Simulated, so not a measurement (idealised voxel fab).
process module | voxel self aligned contacts
cross-section cut | 180 nm wide | cells 5 nm
A cross-section is a grid of square cells, given in bands from the top down. A band is one or more rows of cells.
Each band's line starts with the height of the band's top and of its bottom, in nm. Then come its materials from left to right, each with its width in nm. One material with "throughout" fills the band from edge to edge. "air" is empty space.
Height 0 is the level under which the wafer as received is all one material. The lowest band goes on downwards, as in "0 down".
A width such as "30 to 40" changes by the same amount from each row of cells to the next, from the band's top row to its bottom row.
"no change" after a step means that no cell of the cross-section changed.
closed voids: empty space of 8 cells or more with no open way to the top, each as width x height at its distance from the left edge, in nm
after a step's settings: what the simulator itself notes on the step
overlay nm, on a step with a mask: how far to the right of its planned place the mask lay; to the left if negative
plan
1 op RECEIVE | material Si
2 op CONFORMAL_DEP | material SiO2 | thk nm 5
3 op DIRECTIONAL_DEP | material polySi | thk nm 30
4 op DIRECTIONAL_DEP | material SiN | thk nm 20
5 op MASKED_ETCH | tone cover | mask id GATE | width nm 30 | pitch nm 65 | etch materials SiN | depth nm 20 | overlay nm 0
6 op MASKED_ETCH | tone cover | mask id GATE | width nm 30 | pitch nm 65 | etch materials polySi | depth nm 30 | overlay nm 0
7 op CONFORMAL_DEP | material SiN | thk nm 10
8 op DIRECTIONAL_ETCH | etch materials SiN | depth nm 10
9 op FILL_DEP | material SiO2 | thk nm 15
10 op CMP | height nm 65
11 op PATTERN | tone open | mask id CONTACT | material resist | width nm 45 | thk nm 20 | overlay nm 0
12 op DIRECTIONAL_ETCH | etch materials SiO2 | depth nm 65
13 op STRIP | etch materials resist
14 op CONFORMAL_DEP | material TiN | thk nm 5
15 op FILL_DEP | material Ru | thk nm 10
16 op CMP | height nm 65
17 op CONFORMAL_DEP | material SiN | thk nm 5
as received, after step 1
  0 down: Si throughout
  closed voids: none
a wafer at the end: this start, this plan, one mistake
  70 to 65: SiN throughout
  65 to 55: SiO2 65 | TiN 5 to 20 | Ru 35 to 5 | TiN 5 to 20 | SiO2 70
  55 to 35: SiO2 30 | SiN 50 | TiN 5 | Ru 5 | TiN 5 | SiN 50 | SiO2 35
  35 to 20: SiO2 30 | SiN 10 | polySi 30 | SiN 10 | TiN 5 | Ru 5 | TiN 5 | SiN 10 | polySi 30 | SiN 10 | SiO2 35
  20 to 15: SiO2 30 | SiN 10 | polySi 30 | SiN 10 | TiN 15 | SiN 10 | polySi 30 | SiN 10 | SiO2 35
  15 to 5: SiN 40 | polySi 30 | SiN 35 | polySi 30 | SiN 45
  5 to 0: SiO2 throughout
  0 down: Si throughout
  closed voids: none
what went wrong: steps 7 and 8 were swapped
